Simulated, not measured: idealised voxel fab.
process module | voxel transistor to metal
cross-section cut | 190 nm wide | cells 5 nm
A cross-section is a grid of square cells, given in bands from the top down. A band is one or more rows of cells.
Each band's line starts with the height of the band's top and of its bottom, in nm. Then come its materials from left to right, each with its width in nm. One material with "throughout" fills the band from edge to edge. "air" is empty space.
Height 0 is the level under which the wafer as received is all one material. The lowest band goes on downwards, as in "0 down".
A width such as "30 to 40" changes by the same amount from each row of cells to the next, from the band's top row to its bottom row.
"no change" after a step means that no cell of the cross-section changed.
closed voids: empty space of 8 cells or more with no open way to the top, each as width x height at its distance from the left edge, in nm
after a step's settings: what the simulator itself notes on the step
overlay nm, on a step with a mask: how far to the right of its planned place the mask lay; to the left if negative
Each pair below shows a cross-section before one step and the cross-section after it, down to the lowest band that changed. The line under each pair gives the step between them, with its settings. The pairs can come from different runs of this module on the same starting wafer, so a pair continues from the pair above only where its "before" says so.
before
  0 down: Si throughout
  closed voids: none
after
  0 to -5: SiO2 throughout
  below -5: unchanged
  closed voids: none
the step between: op OXIDIZE | depth nm 5
before: the cross-section after the pair above
after
  15 to 0: SiN throughout
  below 0: unchanged
  closed voids: none
the step between: op CONFORMAL_DEP | material SiN | thk nm 15
before: the cross-section after the pair above
after
  15 to 0: air 45 | SiN 100 | air 45
  below 0: unchanged
  closed voids: none
the step between: op MASKED_ETCH | tone cover | mask id ACTIVE | width nm 100 | etch materials SiN | depth nm 15 | overlay nm 0
before: the cross-section after the pair above
after
  15 to 0: air 45 | SiN 100 | air 45
  0 to -5: air 45 | SiO2 100 | air 45
  below -5: unchanged
  closed voids: none
the step between: op MASKED_ETCH | tone cover | mask id ACTIVE | width nm 100 | etch materials SiO2 | depth nm 5 | overlay nm 0
before: the cross-section after the pair above
after
  15 to 0: air 45 | SiN 100 | air 45
  0 to -5: air 45 | SiO2 100 | air 45
  -5 to -35: air 45 | Si 100 | air 45
  below -35: unchanged
  closed voids: none
the step between: op MASKED_ETCH | tone cover | mask id ACTIVE | width nm 100 | etch materials Si | depth nm 30 | overlay nm 0
before: the cross-section after the pair above
after
  30 to 15: SiO2 throughout
  15 to 0: SiO2 45 | SiN 100 | SiO2 45
  0 to -5: SiO2 throughout
  -5 to -35: SiO2 45 | Si 100 | SiO2 45
  below -35: unchanged
  closed voids: none
the step between: op FILL_DEP | material SiO2 | thk nm 15
before: the cross-section after the pair above
after
  15 to 0: SiO2 45 | SiN 100 | SiO2 45
  below 0: unchanged
  closed voids: none
the step between: op CMP | height nm 15
before: the cross-section after the pair above
after
  15 to 10: air 45 | SiN 100 | air 45
  below 10: unchanged
  closed voids: none
the step between: op SELECTIVE_ETCH | etch materials SiO2 | depth nm 5
before: the cross-section after the pair above
after
  10 to 0: SiO2 45 | air 100 | SiO2 45
  below 0: unchanged
  closed voids: none
the step between: op STRIP | etch materials SiN
before: the cross-section after the pair above
after
  5 to -5: SiO2 40 | air 110 | SiO2 40
  below -5: unchanged
  closed voids: none
the step between: op SELECTIVE_ETCH | etch materials SiO2 | depth nm 5
before: the cross-section after the pair above
after
  5 to -5: SiO2 40 | air 110 | SiO2 40
  -5 to -10: SiO2 throughout
  below -10: unchanged
  closed voids: none
the step between: op OXIDIZE | depth nm 5
before: the cross-section after the pair above
after
  30 to 20: polySi 40 | air 110 | polySi 40
  20 to 5: polySi throughout
  5 to -5: SiO2 40 | polySi 110 | SiO2 40
  below -5: unchanged
  closed voids: none
the step between: op DIRECTIONAL_DEP | material polySi | thk nm 25
before: the cross-section after the pair above
after
  45 to 35: SiCN 40 | air 110 | SiCN 40
  35 to 30: SiCN throughout
  30 to 20: polySi 40 | SiCN 110 | polySi 40
  below 20: unchanged
  closed voids: none
the step between: op DIRECTIONAL_DEP | material SiCN | thk nm 15
before: the cross-section after the pair above
after
  35 to 30: air 85 | SiCN 20 | air 85
  30 to 20: polySi 40 | air 45 | SiCN 20 | air 45 | polySi 40
  below 20: unchanged
  closed voids: none
the step between: op MASKED_ETCH | tone cover | mask id GATE | width nm 20 | etch materials SiCN | depth nm 25 | overlay nm 0
before: the cross-section after the pair above
after
  35 to 20: air 85 | SiCN 20 | air 85
  20 to 5: air 85 | polySi 20 | air 85
  5 to -5: SiO2 40 | air 45 | polySi 20 | air 45 | SiO2 40
  below -5: unchanged
  closed voids: none
the step between: op MASKED_ETCH | tone cover | mask id GATE | width nm 20 | etch materials polySi | depth nm 35 | overlay nm 0
before: the cross-section after the pair above
after
  45 to 35: air 75 | SiN 40 | air 75
  35 to 20: air 75 | SiN 10 | SiCN 20 | SiN 10 | air 75
  20 to 15: air 75 | SiN 10 | polySi 20 | SiN 10 | air 75
  15 to 5: SiN 50 | air 25 | SiN 10 | polySi 20 | SiN 10 | air 25 | SiN 50
  5 to -5: SiO2 40 | SiN 45 | polySi 20 | SiN 45 | SiO2 40
  below -5: unchanged
  closed voids: none
the step between: op CONFORMAL_DEP | material SiN | thk nm 10
before: the cross-section after the pair above
after
  35 to 20: air 75 | SiN 10 | SiCN 20 | SiN 10 | air 75
  20 to 5: air 75 | SiN 10 | polySi 20 | SiN 10 | air 75
  5 to -5: SiO2 40 | SiN 10 | air 25 | SiN 10 | polySi 20 | SiN 10 | air 25 | SiN 10 | SiO2 40
  below -5: unchanged
  closed voids: none
the step between: op DIRECTIONAL_ETCH | etch materials SiN | depth nm 10
before: the cross-section after the pair above
after
  35 to 20: air 75 | SiN 10 | SiCN 20 | SiN 10 | air 75
  20 to 5: air 75 | SiN 10 | polySi 20 | SiN 10 | air 75
  5 to 0: air 40 | SiN 10 | air 25 | SiN 10 | polySi 20 | SiN 10 | air 25 | SiN 10 | air 40
  0 to -5: SiO2 40 | SiN 10 | air 25 | SiN 10 | polySi 20 | SiN 10 | air 25 | SiN 10 | SiO2 40
  -5 to -10: SiO2 50 | air 25 | SiO2 40 | air 25 | SiO2 50
  below -10: unchanged
  closed voids: none
the step between: op DIRECTIONAL_ETCH | etch materials SiO2 | depth nm 5
before: the cross-section after the pair above
after
  35 to 20: air 75 | SiN 10 | SiCN 20 | SiN 10 | air 75
  20 to 5: air 75 | SiN 10 | polySi 20 | SiN 10 | air 75
  5 to 0: air 40 | SiN 10 | air 25 | SiN 10 | polySi 20 | SiN 10 | air 25 | SiN 10 | air 40
  0 to -5: SiO2 40 | SiN 10 | air 25 | SiN 10 | polySi 20 | SiN 10 | air 25 | SiN 10 | SiO2 40
  -5 to -10: SiO2 50 | air 25 | SiO2 40 | air 25 | SiO2 50
  -10 to -15: SiO2 45 | Si 5 | air 25 | Si 40 | air 25 | Si 5 | SiO2 45
  below -15: unchanged
  closed voids: none
the step between: op DIRECTIONAL_ETCH | etch materials Si | depth nm 5
before: the cross-section after the pair above
after
  35 to 20: air 75 | SiN 10 | SiCN 20 | SiN 10 | air 75
  20 to 5: air 75 | SiN 10 | polySi 20 | SiN 10 | air 75
  5 to 0: air 40 | SiN 10 | air 25 | SiN 10 | polySi 20 | SiN 10 | air 25 | SiN 10 | air 40
  0 to -5: SiO2 40 | SiN 10 | air 25 | SiN 10 | polySi 20 | SiN 10 | air 25 | SiN 10 | SiO2 40
  -5 to -10: SiO2 50 | nSi 5 | air 15 | nSi 5 | SiO2 40 | nSi 5 | air 15 | nSi 5 | SiO2 50
  -10 to -15: SiO2 45 | Si 5 | nSi 25 | Si 40 | nSi 25 | Si 5 | SiO2 45
  below -15: unchanged
  closed voids: none
the step between: op EPI | material nSi | thk nm 5
before: the cross-section after the pair above
after
  40 to 35: SiO2 throughout
  35 to 20: SiO2 75 | SiN 10 | SiCN 20 | SiN 10 | SiO2 75
  20 to 5: SiO2 75 | SiN 10 | polySi 20 | SiN 10 | SiO2 75
  5 to -5: SiO2 40 | SiN 10 | SiO2 25 | SiN 10 | polySi 20 | SiN 10 | SiO2 25 | SiN 10 | SiO2 40
  -5 to -10: SiO2 50 | nSi 5 | SiO2 15 | nSi 5 | SiO2 40 | nSi 5 | SiO2 15 | nSi 5 | SiO2 50
  below -10: unchanged
  closed voids: none
the step between: op FILL_DEP | material SiO2 | thk nm 5
before: the cross-section after the pair above
after
  35 to 20: SiO2 75 | SiN 10 | SiCN 20 | SiN 10 | SiO2 75
  below 20: unchanged
  closed voids: none
the step between: op CMP | height nm 35
before: the cross-section after the pair above
after
  50 to 35: SiO2 throughout
  below 35: unchanged
  closed voids: none
the step between: op DIRECTIONAL_DEP | material SiO2 | thk nm 15
before: the cross-section after the pair above
after
  50 to 35: SiO2 50 | air 20 | SiO2 50 | air 20 | SiO2 50
  35 to 20: SiO2 50 | air 20 | SiO2 5 | SiN 10 | SiCN 20 | SiN 10 | SiO2 5 | air 20 | SiO2 50
  20 to 5: SiO2 50 | air 20 | SiO2 5 | SiN 10 | polySi 20 | SiN 10 | SiO2 5 | air 20 | SiO2 50
  5 to -5: SiO2 40 | SiN 10 | air 20 | SiO2 5 | SiN 10 | polySi 20 | SiN 10 | SiO2 5 | air 20 | SiN 10 | SiO2 40
  -5 to -10: SiO2 50 | nSi 5 | air 15 | nSi 5 | SiO2 40 | nSi 5 | air 15 | nSi 5 | SiO2 50
  below -10: unchanged
  closed voids: none
the step between: op MASKED_ETCH | tone open | mask id CONTACT | width nm 20 | pitch nm 70 | etch materials SiO2 | depth nm 60 | overlay nm 0
before: the cross-section after the pair above
after
  55 to 50: TiN 55 | air 10 | TiN 60 | air 10 | TiN 55
  50 to 35: SiO2 50 | TiN 5 | air 10 | TiN 5 | SiO2 50 | TiN 5 | air 10 | TiN 5 | SiO2 50
  35 to 20: SiO2 50 | TiN 5 | air 10 | TiN 5 | SiO2 5 | SiN 10 | SiCN 20 | SiN 10 | SiO2 5 | TiN 5 | air 10 | TiN 5 | SiO2 50
  20 to 5: SiO2 50 | TiN 5 | air 10 | TiN 5 | SiO2 5 | SiN 10 | polySi 20 | SiN 10 | SiO2 5 | TiN 5 | air 10 | TiN 5 | SiO2 50
  5 to -5: SiO2 40 | SiN 10 | TiN 5 to 10 | air 10 to 5 | TiN 5 | SiO2 5 | SiN 10 | polySi 20 | SiN 10 | SiO2 5 | TiN 5 | air 10 to 5 | TiN 5 to 10 | SiN 10 | SiO2 40
  -5 to -10: SiO2 50 | nSi 5 | TiN 15 | nSi 5 | SiO2 40 | nSi 5 | TiN 15 | nSi 5 | SiO2 50
  below -10: unchanged
  closed voids: none
the step between: op CONFORMAL_DEP | material TiN | thk nm 5
before: the cross-section after the pair above
after
  65 to 55: Ru throughout
  55 to 50: TiN 55 | Ru 10 | TiN 60 | Ru 10 | TiN 55
  50 to 35: SiO2 50 | TiN 5 | Ru 10 | TiN 5 | SiO2 50 | TiN 5 | Ru 10 | TiN 5 | SiO2 50
  35 to 20: SiO2 50 | TiN 5 | Ru 10 | TiN 5 | SiO2 5 | SiN 10 | SiCN 20 | SiN 10 | SiO2 5 | TiN 5 | Ru 10 | TiN 5 | SiO2 50
  20 to 5: SiO2 50 | TiN 5 | Ru 10 | TiN 5 | SiO2 5 | SiN 10 | polySi 20 | SiN 10 | SiO2 5 | TiN 5 | Ru 10 | TiN 5 | SiO2 50
  5 to -5: SiO2 40 | SiN 10 | TiN 5 to 10 | Ru 10 to 5 | TiN 5 | SiO2 5 | SiN 10 | polySi 20 | SiN 10 | SiO2 5 | TiN 5 | Ru 10 to 5 | TiN 5 to 10 | SiN 10 | SiO2 40
  below -5: unchanged
  closed voids: none
the step between: op FILL_DEP | material Ru | thk nm 10
before: the cross-section after the pair above
after
  50 to 35: SiO2 50 | TiN 5 | Ru 10 | TiN 5 | SiO2 50 | TiN 5 | Ru 10 | TiN 5 | SiO2 50
  below 35: unchanged
  closed voids: none
the step between: op CMP | height nm 50
before: the cross-section after the pair above
after
  55 to 50: TiN throughout
  below 50: unchanged
  closed voids: none
the step between: op DIRECTIONAL_DEP | material TiN | thk nm 5
before: the cross-section after the pair above
after
  70 to 55: Ru throughout
  below 55: unchanged
  closed voids: none
the step between: op DIRECTIONAL_DEP | material Ru | thk nm 15
before: the cross-section after the pair above
after
  90 to 70: air 50 | resist 20 | air 50 | resist 20 | air 50
  below 70: unchanged
  closed voids: none
the step between: op PATTERN | tone cover | mask id METAL_1 | material resist | width nm 20 | pitch nm 70 | thk nm 20 | overlay nm 0
before: the cross-section after the pair above
after
  90 to 70: air 50 | resist 20 | air 50 | resist 20 | air 50
  70 to 55: air 50 | Ru 20 | air 50 | Ru 20 | air 50
  below 55: unchanged
  closed voids: none
the step between: op DIRECTIONAL_ETCH | etch materials Ru | depth nm 15
before: the cross-section after the pair above
after
  90 to 70: air 50 | resist 20 | air 50 | resist 20 | air 50
  70 to 55: air 50 | Ru 20 | air 50 | Ru 20 | air 50
  55 to 50: air 50 | TiN 20 | air 50 | TiN 20 | air 50
  below 50: unchanged
  closed voids: none
the step between: op DIRECTIONAL_ETCH | etch materials TiN | depth nm 5
before: the cross-section after the pair above
after
  70 to 55: air 50 | Ru 20 | air 50 | Ru 20 | air 50
  below 55: unchanged
  closed voids: none
the step between: op STRIP | etch materials resist
before: the cross-section after the pair above
after
  75 to 70: air 45 | SiN 30 | air 40 | SiN 30 | air 45
  70 to 55: air 45 | SiN 5 | Ru 20 | SiN 5 | air 40 | SiN 5 | Ru 20 | SiN 5 | air 45
  55 to 50: SiN 50 | TiN 20 | SiN 50 | TiN 20 | SiN 50
  below 50: unchanged
  closed voids: none
the step between: op CONFORMAL_DEP | material SiN | thk nm 5
before: the cross-section after the pair above
after
  80 to 75: SiO2 throughout
  75 to 70: SiO2 45 | SiN 30 | SiO2 40 | SiN 30 | SiO2 45
  70 to 55: SiO2 45 | SiN 5 | Ru 20 | SiN 5 | SiO2 40 | SiN 5 | Ru 20 | SiN 5 | SiO2 45
  below 55: unchanged
  closed voids: none
the step between: op FILL_DEP | material SiO2 | thk nm 5
before: the cross-section after the pair above
after
  70 to 55: SiO2 45 | SiN 5 | Ru 20 | SiN 5 | SiO2 40 | SiN 5 | Ru 20 | SiN 5 | SiO2 45
  below 55: unchanged
  closed voids: none
the step between: op CMP | height nm 70
before: the cross-section after the pair above
after
  75 to 70: SiCN throughout
  below 70: unchanged
  closed voids: none
the step between: op CONFORMAL_DEP | material SiCN | thk nm 5
before
  65 to 55: Ru throughout
  55 to 50: TiN 55 | Ru 10 | TiN 60 | Ru 10 | TiN 55
  50 to 35: SiO2 50 | TiN 5 | Ru 10 | TiN 5 | SiO2 50 | TiN 5 | Ru 10 | TiN 5 | SiO2 50
  35 to 20: SiO2 50 | TiN 5 | Ru 10 | TiN 5 | SiO2 5 | SiN 10 | SiCN 20 | SiN 10 | SiO2 5 | TiN 5 | Ru 10 | TiN 5 | SiO2 50
  20 to 5: SiO2 50 | TiN 5 | Ru 10 | TiN 5 | SiO2 5 | SiN 10 | polySi 20 | SiN 10 | SiO2 5 | TiN 5 | Ru 10 | TiN 5 | SiO2 50
  5 to -5: SiO2 40 | SiN 10 | TiN 5 to 10 | Ru 10 to 5 | TiN 5 | SiO2 5 | SiN 10 | polySi 20 | SiN 10 | SiO2 5 | TiN 5 | Ru 10 to 5 | TiN 5 to 10 | SiN 10 | SiO2 40
  -5 to -10: SiO2 50 | nSi 5 | TiN 15 | nSi 5 | SiO2 40 | nSi 5 | TiN 15 | nSi 5 | SiO2 50
  -10 to -15: SiO2 45 | Si 5 | nSi 25 | Si 40 | nSi 25 | Si 5 | SiO2 45
  -15 to -35: SiO2 45 | Si 100 | SiO2 45
  -35 down: Si throughout
  closed voids: none
after
  70 to 65: TiN throughout
  below 65: unchanged
  closed voids: none
the step between: op DIRECTIONAL_DEP | material TiN | thk nm 5
before: the cross-section after the pair above
after
  85 to 70: Ru throughout
  below 70: unchanged
  closed voids: none
the step between: op DIRECTIONAL_DEP | material Ru | thk nm 15
before: the cross-section after the pair above
after
  105 to 85: air 50 | resist 20 | air 50 | resist 20 | air 50
  below 85: unchanged
  closed voids: none
the step between: op PATTERN | tone cover | mask id METAL_1 | material resist | width nm 20 | pitch nm 70 | thk nm 20 | overlay nm 0
before: the cross-section after the pair above
after
  105 to 85: air 50 | resist 20 | air 50 | resist 20 | air 50
  85 to 70: air 50 | Ru 20 | air 50 | Ru 20 | air 50
  below 70: unchanged
  closed voids: none
the step between: op DIRECTIONAL_ETCH | etch materials Ru | depth nm 15
before: the cross-section after the pair above
after
  105 to 85: air 50 | resist 20 | air 50 | resist 20 | air 50
  85 to 70: air 50 | Ru 20 | air 50 | Ru 20 | air 50
  70 to 65: air 50 | TiN 20 | air 50 | TiN 20 | air 50
  below 65: unchanged
  closed voids: none
the step between: op DIRECTIONAL_ETCH | etch materials TiN | depth nm 5
before: the cross-section after the pair above
after
  85 to 70: air 50 | Ru 20 | air 50 | Ru 20 | air 50
  below 70: unchanged
  closed voids: none
the step between: op STRIP | etch materials resist
before: the cross-section after the pair above
after
  90 to 85: air 45 | SiN 30 | air 40 | SiN 30 | air 45
  85 to 70: air 45 | SiN 5 | Ru 20 | SiN 5 | air 40 | SiN 5 | Ru 20 | SiN 5 | air 45
  70 to 65: SiN 50 | TiN 20 | SiN 50 | TiN 20 | SiN 50
  below 65: unchanged
  closed voids: none
the step between: op CONFORMAL_DEP | material SiN | thk nm 5
before: the cross-section after the pair above
after
  95 to 90: SiO2 throughout
  90 to 85: SiO2 45 | SiN 30 | SiO2 40 | SiN 30 | SiO2 45
  85 to 70: SiO2 45 | SiN 5 | Ru 20 | SiN 5 | SiO2 40 | SiN 5 | Ru 20 | SiN 5 | SiO2 45
  below 70: unchanged
  closed voids: none
the step between: op FILL_DEP | material SiO2 | thk nm 5
before: the cross-section after the pair above
after
  70 to 65: SiN 50 | TiN 20 | SiN 50 | TiN 20 | SiN 50
  below 65: unchanged
  closed voids: none
the step between: op CMP | height nm 70
before: the cross-section after the pair above
after
  75 to 70: SiCN throughout
  below 70: unchanged
  closed voids: none
the step between: op CONFORMAL_DEP | material SiCN | thk nm 5
before
  45 to 35: SiCN 40 | air 110 | SiCN 40
  35 to 30: SiCN throughout
  30 to 20: polySi 40 | SiCN 110 | polySi 40
  20 to 5: polySi throughout
  5 to -5: SiO2 40 | polySi 110 | SiO2 40
  -5 to -10: SiO2 throughout
  -10 to -35: SiO2 45 | Si 100 | SiO2 45
  -35 down: Si throughout
  closed voids: none
after
  60 to 50: SiCN 40 | air 110 | SiCN 40
  50 to 30: SiCN throughout
  below 30: unchanged
  closed voids: none
the step between: op DIRECTIONAL_DEP | material SiCN | thk nm 15
before: the cross-section after the pair above
after
  50 to 35: air 85 | SiCN 20 | air 85
  35 to 30: SiCN 40 | air 45 | SiCN 20 | air 45 | SiCN 40
  30 to 25: polySi 40 | air 45 | SiCN 20 | air 45 | polySi 40
  below 25: unchanged
  closed voids: none
the step between: op MASKED_ETCH | tone cover | mask id GATE | width nm 20 | etch materials SiCN | depth nm 25 | overlay nm 0
before: the cross-section after the pair above
after
  60 to 50: air 75 | SiN 40 | air 75
  50 to 45: air 75 | SiN 10 | SiCN 20 | SiN 10 | air 75
  45 to 35: SiN 50 | air 25 | SiN 10 | SiCN 20 | SiN 10 | air 25 | SiN 50
  35 to 30: SiCN 40 | SiN 45 | SiCN 20 | SiN 45 | SiCN 40
  30 to 25: polySi 40 | SiN 45 | SiCN 20 | SiN 45 | polySi 40
  below 25: unchanged
  closed voids: none
the step between: op CONFORMAL_DEP | material SiN | thk nm 10
before: the cross-section after the pair above
after
  50 to 35: air 75 | SiN 10 | SiCN 20 | SiN 10 | air 75
  35 to 30: SiCN 40 | SiN 10 | air 25 | SiN 10 | SiCN 20 | SiN 10 | air 25 | SiN 10 | SiCN 40
  30 to 25: polySi 40 | SiN 10 | air 25 | SiN 10 | SiCN 20 | SiN 10 | air 25 | SiN 10 | polySi 40
  below 25: unchanged
  closed voids: none
the step between: op DIRECTIONAL_ETCH | etch materials SiN | depth nm 10
before: the cross-section after the pair above
after
  55 to 50: SiO2 throughout
  50 to 35: SiO2 75 | SiN 10 | SiCN 20 | SiN 10 | SiO2 75
  35 to 30: SiCN 40 | SiN 10 | SiO2 25 | SiN 10 | SiCN 20 | SiN 10 | SiO2 25 | SiN 10 | SiCN 40
  30 to 25: polySi 40 | SiN 10 | SiO2 25 | SiN 10 | SiCN 20 | SiN 10 | SiO2 25 | SiN 10 | polySi 40
  below 25: unchanged
  closed voids: none
the step between: op FILL_DEP | material SiO2 | thk nm 5
before: the cross-section after the pair above
after
  35 to 30: SiCN 40 | SiN 10 | SiO2 25 | SiN 10 | SiCN 20 | SiN 10 | SiO2 25 | SiN 10 | SiCN 40
  below 30: unchanged
  closed voids: none
the step between: op CMP | height nm 35
before: the cross-section after the pair above
after
  50 to 35: SiO2 throughout
  below 35: unchanged
  closed voids: none
the step between: op DIRECTIONAL_DEP | material SiO2 | thk nm 15
before: the cross-section after the pair above
after
  50 to 35: SiO2 50 | air 20 | SiO2 50 | air 20 | SiO2 50
  35 to 30: SiCN 40 | SiN 10 | air 20 | SiO2 5 | SiN 10 | SiCN 20 | SiN 10 | SiO2 5 | air 20 | SiN 10 | SiCN 40
  30 to 25: polySi 40 | SiN 10 | air 20 | SiO2 5 | SiN 10 | SiCN 20 | SiN 10 | SiO2 5 | air 20 | SiN 10 | polySi 40
  below 25: unchanged
  closed voids: none
the step between: op MASKED_ETCH | tone open | mask id CONTACT | width nm 20 | pitch nm 70 | etch materials SiO2 | depth nm 60 | overlay nm 0
before: the cross-section after the pair above
after
  55 to 50: TiN 55 | air 10 | TiN 60 | air 10 | TiN 55
  50 to 35: SiO2 50 | TiN 5 | air 10 | TiN 5 | SiO2 50 | TiN 5 | air 10 | TiN 5 | SiO2 50
  35 to 30: SiCN 40 | SiN 10 | TiN 5 | air 10 | TiN 5 | SiO2 5 | SiN 10 | SiCN 20 | SiN 10 | SiO2 5 | TiN 5 | air 10 | TiN 5 | SiN 10 | SiCN 40
  30 to 25: polySi 40 | SiN 10 | TiN 20 | SiO2 5 | SiN 10 | SiCN 20 | SiN 10 | SiO2 5 | TiN 20 | SiN 10 | polySi 40
  below 25: unchanged
  closed voids: none
the step between: op CONFORMAL_DEP | material TiN | thk nm 5
before: the cross-section after the pair above
after
  65 to 55: Ru throughout
  55 to 50: TiN 55 | Ru 10 | TiN 60 | Ru 10 | TiN 55
  50 to 35: SiO2 50 | TiN 5 | Ru 10 | TiN 5 | SiO2 50 | TiN 5 | Ru 10 | TiN 5 | SiO2 50
  35 to 30: SiCN 40 | SiN 10 | TiN 5 | Ru 10 | TiN 5 | SiO2 5 | SiN 10 | SiCN 20 | SiN 10 | SiO2 5 | TiN 5 | Ru 10 | TiN 5 | SiN 10 | SiCN 40
  below 30: unchanged
  closed voids: none
the step between: op FILL_DEP | material Ru | thk nm 10
before: the cross-section after the pair above
after
  50 to 35: SiO2 50 | TiN 5 | Ru 10 | TiN 5 | SiO2 50 | TiN 5 | Ru 10 | TiN 5 | SiO2 50
  below 35: unchanged
  closed voids: none
the step between: op CMP | height nm 50
before: the cross-section after the pair above
after
  55 to 50: TiN throughout
  below 50: unchanged
  closed voids: none
the step between: op DIRECTIONAL_DEP | material TiN | thk nm 5
before: the cross-section after the pair above
after
  70 to 55: Ru throughout
  below 55: unchanged
  closed voids: none
the step between: op DIRECTIONAL_DEP | material Ru | thk nm 15
before: the cross-section after the pair above
after
  90 to 70: air 50 | resist 20 | air 50 | resist 20 | air 50
  below 70: unchanged
  closed voids: none
the step between: op PATTERN | tone cover | mask id METAL_1 | material resist | width nm 20 | pitch nm 70 | thk nm 20 | overlay nm 0
before: the cross-section after the pair above
after
  90 to 70: air 50 | resist 20 | air 50 | resist 20 | air 50
  70 to 55: air 50 | Ru 20 | air 50 | Ru 20 | air 50
  below 55: unchanged
  closed voids: none
the step between: op DIRECTIONAL_ETCH | etch materials Ru | depth nm 15
before: the cross-section after the pair above
after
  90 to 70: air 50 | resist 20 | air 50 | resist 20 | air 50
  70 to 55: air 50 | Ru 20 | air 50 | Ru 20 | air 50
  55 to 50: air 50 | TiN 20 | air 50 | TiN 20 | air 50
  below 50: unchanged
  closed voids: none
the step between: op DIRECTIONAL_ETCH | etch materials TiN | depth nm 5
before: the cross-section after the pair above
after
  70 to 55: air 50 | Ru 20 | air 50 | Ru 20 | air 50
  below 55: unchanged
  closed voids: none
the step between: op STRIP | etch materials resist
before: the cross-section after the pair above
after
  75 to 70: air 45 | SiN 30 | air 40 | SiN 30 | air 45
  70 to 55: air 45 | SiN 5 | Ru 20 | SiN 5 | air 40 | SiN 5 | Ru 20 | SiN 5 | air 45
  55 to 50: SiN 50 | TiN 20 | SiN 50 | TiN 20 | SiN 50
  below 50: unchanged
  closed voids: none
the step between: op CONFORMAL_DEP | material SiN | thk nm 5
before: the cross-section after the pair above
after
  80 to 75: SiO2 throughout
  75 to 70: SiO2 45 | SiN 30 | SiO2 40 | SiN 30 | SiO2 45
  70 to 55: SiO2 45 | SiN 5 | Ru 20 | SiN 5 | SiO2 40 | SiN 5 | Ru 20 | SiN 5 | SiO2 45
  below 55: unchanged
  closed voids: none
the step between: op FILL_DEP | material SiO2 | thk nm 5
before: the cross-section after the pair above
after
  70 to 55: SiO2 45 | SiN 5 | Ru 20 | SiN 5 | SiO2 40 | SiN 5 | Ru 20 | SiN 5 | SiO2 45
  below 55: unchanged
  closed voids: none
the step between: op CMP | height nm 70
before: the cross-section after the pair above
after
  75 to 70: SiCN throughout
  below 70: unchanged
  closed voids: none
the step between: op CONFORMAL_DEP | material SiCN | thk nm 5
before
  15 to 0: SiO2 45 | SiN 100 | SiO2 45
  0 to -5: SiO2 throughout
  -5 to -35: SiO2 45 | Si 100 | SiO2 45
  -35 down: Si throughout
  closed voids: none
after
  15 to 0: SiO2 45 | air 100 | SiO2 45
  below 0: unchanged
  closed voids: none
the step between: op STRIP | etch materials SiN
before: the cross-section after the pair above
after
  10 to -5: SiO2 40 | air 110 | SiO2 40
  below -5: unchanged
  closed voids: none
the step between: op SELECTIVE_ETCH | etch materials SiO2 | depth nm 5
before: the cross-section after the pair above
after
  5 to -5: SiO2 35 | air 120 | SiO2 35
  -5 to -10: SiO2 35 | air 10 | Si 100 | air 10 | SiO2 35
  below -10: unchanged
  closed voids: none
the step between: op SELECTIVE_ETCH | etch materials SiO2 | depth nm 5
before: the cross-section after the pair above
after
  5 to -5: SiO2 35 | air 120 | SiO2 35
  -5 to -10: SiO2 35 | air 10 | SiO2 100 | air 10 | SiO2 35
  -10 to -15: SiO2 50 | Si 90 | SiO2 50
  below -15: unchanged
  closed voids: none
the step between: op OXIDIZE | depth nm 5
before: the cross-section after the pair above
after
  30 to 20: polySi 35 | air 120 | polySi 35
  20 to 15: polySi 35 | air 10 | polySi 100 | air 10 | polySi 35
  15 to 5: polySi throughout
  5 to -5: SiO2 35 | polySi 120 | SiO2 35
  -5 to -10: SiO2 35 | polySi 10 | SiO2 100 | polySi 10 | SiO2 35
  below -10: unchanged
  closed voids: none
the step between: op DIRECTIONAL_DEP | material polySi | thk nm 25
before: the cross-section after the pair above
after
  45 to 35: SiCN 35 | air 120 | SiCN 35
  35 to 30: SiCN 35 | air 10 | SiCN 100 | air 10 | SiCN 35
  30 to 20: polySi 35 | SiCN 120 | polySi 35
  20 to 15: polySi 35 | SiCN 10 | polySi 100 | SiCN 10 | polySi 35
  below 15: unchanged
  closed voids: none
the step between: op DIRECTIONAL_DEP | material SiCN | thk nm 15
before: the cross-section after the pair above
after
  35 to 30: air 85 | SiCN 20 | air 85
  30 to 20: polySi 35 | air 50 | SiCN 20 | air 50 | polySi 35
  20 to 15: polySi 35 | air 10 | polySi 100 | air 10 | polySi 35
  below 15: unchanged
  closed voids: none
the step between: op MASKED_ETCH | tone cover | mask id GATE | width nm 20 | etch materials SiCN | depth nm 25 | overlay nm 0
before: the cross-section after the pair above
after
  35 to 20: air 85 | SiCN 20 | air 85
  20 to 5: air 85 | polySi 20 | air 85
  5 to -5: SiO2 35 | air 50 | polySi 20 | air 50 | SiO2 35
  -5 to -10: SiO2 35 | air 10 | SiO2 100 | air 10 | SiO2 35
  below -10: unchanged
  closed voids: none
the step between: op MASKED_ETCH | tone cover | mask id GATE | width nm 20 | etch materials polySi | depth nm 35 | overlay nm 0
before: the cross-section after the pair above
after
  45 to 35: air 75 | SiN 40 | air 75
  35 to 20: air 75 | SiN 10 | SiCN 20 | SiN 10 | air 75
  20 to 15: air 75 | SiN 10 | polySi 20 | SiN 10 | air 75
  15 to 5: SiN 45 | air 30 | SiN 10 | polySi 20 | SiN 10 | air 30 | SiN 45
  5 to -5: SiO2 35 | SiN 50 | polySi 20 | SiN 50 | SiO2 35
  -5 to -10: SiO2 35 | SiN 10 | SiO2 100 | SiN 10 | SiO2 35
  below -10: unchanged
  closed voids: none
the step between: op CONFORMAL_DEP | material SiN | thk nm 10
before: the cross-section after the pair above
after
  35 to 20: air 75 | SiN 10 | SiCN 20 | SiN 10 | air 75
  20 to 5: air 75 | SiN 10 | polySi 20 | SiN 10 | air 75
  5 to -5: SiO2 35 | SiN 10 | air 30 | SiN 10 | polySi 20 | SiN 10 | air 30 | SiN 10 | SiO2 35
  below -5: unchanged
  closed voids: none
the step between: op DIRECTIONAL_ETCH | etch materials SiN | depth nm 10
before: the cross-section after the pair above
after
  35 to 20: air 75 | SiN 10 | SiCN 20 | SiN 10 | air 75
  20 to 5: air 75 | SiN 10 | polySi 20 | SiN 10 | air 75
  5 to 0: air 35 | SiN 10 | air 30 | SiN 10 | polySi 20 | SiN 10 | air 30 | SiN 10 | air 35
  0 to -5: SiO2 35 | SiN 10 | air 30 | SiN 10 | polySi 20 | SiN 10 | air 30 | SiN 10 | SiO2 35
  -5 to -10: SiO2 35 | SiN 10 | air 30 | SiO2 40 | air 30 | SiN 10 | SiO2 35
  below -10: unchanged
  closed voids: none
the step between: op DIRECTIONAL_ETCH | etch materials SiO2 | depth nm 5
